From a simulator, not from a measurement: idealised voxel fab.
Process module heading - voxel self aligned vias
245 nm wide, 5 nm square cells: that's cross-section cut.
Reading order for cross-sections: top band down to bottom band. Underlying form: a grid of square cells. Band size: one or more rows of cells.
In this notation a band is specified by the heights of its top and bottom, in that order and in nm, after which its materials appear from left to right, each paired with its width in nm. The word "all across" attached to a single material means that material fills the band from edge to edge; the word "air" stands for empty space.
All heights in this document are referenced to 0, defined as the level beneath which the wafer, as received, consists entirely of one material. The lowest band is not bounded below; it extends indefinitely downward and is written in the form "z 0 and below".
Top row gets the first number, bottom row gets the second, and each row in between changes by the same step: that is how a band width like "30 to 40" works.
Any step labelled "remained unchanged" changed none of the cells in the cross-section.
"Sealed internal voids" - sealed voids, min. 8 cells, no opening to top; format: width x height at distance (distance from left edge; nm throughout).
Anything after a step's settings on that line? It's the simulator's own note about the step.
The optional step-line setting "overlay nm" applies to steps with a mask and quantifies how far to the right of its planned location the mask lay, a negative value indicating leftward placement.

**Process steps (planned)**
- 1: RECEIVE [material Si]
- 2: CONFORMAL_DEP [material SiO2] [thk nm 10]
- 3: CONFORMAL_DEP [material SiCN] [thk nm 5]
- 4: DIRECTIONAL_DEP [material lowk] [thk nm 30]
- 5: MASKED_ETCH [tone open] [mask id LINES] [width nm 25] [pitch nm 50] [etch materials lowk] [depth nm 30] [overlay nm 0]
- 6: CONFORMAL_DEP [material TiN] [thk nm 5]
- 7: FILL_DEP [material Ru] [thk nm 5]
- 8: CMP [height nm 45]
- 9: SELECTIVE_ETCH [etch materials W Ru TiN] [depth nm 5]
- 10: FILL_DEP [material SiN] [thk nm 10]
- 11: CMP [height nm 45]
- 12: DIRECTIONAL_DEP [material lowk] [thk nm 20]
- 13: DIRECTIONAL_DEP [material aC] [thk nm 10]
- 14: PATTERN [tone open] [mask id VIAS] [material resist] [width nm 35] [pitch nm 50] [thk nm 25] [overlay nm 0]
- 15: DIRECTIONAL_ETCH [etch materials aC] [depth nm 10]
- 16: STRIP [etch materials resist]
- 17: DIRECTIONAL_ETCH [etch materials lowk] [depth nm 20]
- 18: DIRECTIONAL_ETCH [etch materials SiN] [depth nm 5]
- 19: STRIP [etch materials aC]
- 20: CONFORMAL_DEP [material TiN] [thk nm 5]
- 21: FILL_DEP [material Ru] [thk nm 10]
- 22: CMP [height nm 65]
- 23: CONFORMAL_DEP [material SiCN] [thk nm 5]

**Cross-section: wafer on arrival = after step 1**
* z 0 and below = Si all across
* Sealed internal voids: none

**Looking at the first of two wafers in cross-section at end of module - ran to plan**
* z 70 to 65 = SiCN all across
* z 65 to 50 = lowk=80, TiN=5, Ru=25, TiN=5, lowk=15, TiN=5, Ru=25, TiN=5, lowk=80
* z 50 to 45 = lowk=80, TiN=10, Ru=15, TiN=10, lowk=15, TiN=10, Ru=15, TiN=10, lowk=80
* z 45 to 40 = lowk=85, TiN=25, lowk=25, TiN=25, lowk=85
* z 40 to 20 = lowk=85, TiN=5, Ru=15, TiN=5, lowk=25, TiN=5, Ru=15, TiN=5, lowk=85
* z 20 to 15 = lowk=85, TiN=25, lowk=25, TiN=25, lowk=85
* z 15 to 10 = SiCN all across
* z 10 to 0 = SiO2 all across
* z 0 and below = Si all across
* Sealed internal voids: none

**Cross-section at end of module for the second wafer of two, which matched the first in starting point and plan and differed by one mistake in its processing**
* z 70 to 65 = SiCN all across
* z 65 to 50 = lowk=80, TiN=5, Ru=25, TiN=5, lowk=15, TiN=5, Ru=25, TiN=5, lowk=80
* z 50 to 45 = lowk=80, TiN=35, lowk=15, TiN=35, lowk=80
* z 45 to 40 = SiCN all across
* z 40 to 10 = lowk all across
* z 10 to 0 = SiO2 all across
* z 0 and below = Si all across
* Sealed internal voids: none
Against the plan, the run slipped here: steps 3 and 4 of the plan were run in the wrong order, each in the other's place
The closing comparison, in cells, has the second wafer with more or fewer of some materials than the first: Ru: 30 fewer; TiN: 30 fewer; lowk: 60 more
